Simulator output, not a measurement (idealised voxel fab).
process module | voxel self aligned vias
cross-section cut | 190 nm wide | cells 5 nm
A cross-section is a grid of square cells, given in bands from the top down. A band is one or more rows of cells.
Each band's line starts with the height of the band's top and of its bottom, in nm. Then come its materials from left to right, each with its width in nm. One material with "throughout" fills the band from edge to edge. "air" is empty space.
Height 0 is the level under which the wafer as received is all one material. The lowest band goes on downwards, as in "0 down".
A width such as "30 to 40" changes by the same amount from each row of cells to the next, from the band's top row to its bottom row.
"no change" after a step means that no cell of the cross-section changed.
closed voids: empty space of 8 cells or more with no open way to the top, each as width x height at its distance from the left edge, in nm
after a step's settings: what the simulator itself notes on the step
overlay nm, on a step with a mask: how far to the right of its planned place the mask lay; to the left if negative
plan
1 op RECEIVE | material Si
2 op CONFORMAL_DEP | material SiO2 | thk nm 10
3 op CONFORMAL_DEP | material SiCN | thk nm 5
4 op DIRECTIONAL_DEP | material lowk | thk nm 20
5 op PATTERN | tone open | mask id LINES | material resist | width nm 25 | pitch nm 65 | thk nm 20 | overlay nm 0
6 op DIRECTIONAL_ETCH | etch materials lowk | depth nm 20
7 op STRIP | etch materials resist
8 op CONFORMAL_DEP | material TiN | thk nm 5
9 op FILL_DEP | material Ru | thk nm 10
10 op CMP | height nm 35
11 op SELECTIVE_ETCH | etch materials W Ru TiN | depth nm 5
12 op FILL_DEP | material SiN | thk nm 5
13 op CMP | height nm 35
14 op DIRECTIONAL_DEP | material lowk | thk nm 20
15 op MASKED_ETCH | tone open | mask id VIAS | width nm 35 | etch materials lowk | depth nm 20 | overlay nm 0
16 op MASKED_ETCH | tone open | mask id VIAS | width nm 35 | etch materials SiN | depth nm 5 | overlay nm 0
17 op CONFORMAL_DEP | material TiN | thk nm 5
18 op FILL_DEP | material Ru | thk nm 5
19 op CMP | height nm 55
20 op CONFORMAL_DEP | material SiCN | thk nm 5
as received, after step 1
  0 down: Si throughout
  closed voids: none
a wafer at the end: this start, this plan, one mistake
  60 to 55: SiCN throughout
  55 to 40: lowk 45 | TiN 5 | Ru 25 | TiN 5 | lowk 110
  40 to 35: lowk 45 | TiN 10 | Ru 15 | TiN 10 | lowk 110
  35 to 30: lowk 50 | TiN 25 | lowk 40 | SiN 25 | lowk 50
  30 to 25: lowk 50 | TiN 25 | lowk 40 | TiN 25 | lowk 50
  25 to 10: SiCN throughout
  10 to 0: SiO2 throughout
  0 down: Si throughout
  closed voids: none
what went wrong: step 3 ran as: op CONFORMAL_DEP | material SiCN | thk nm 15
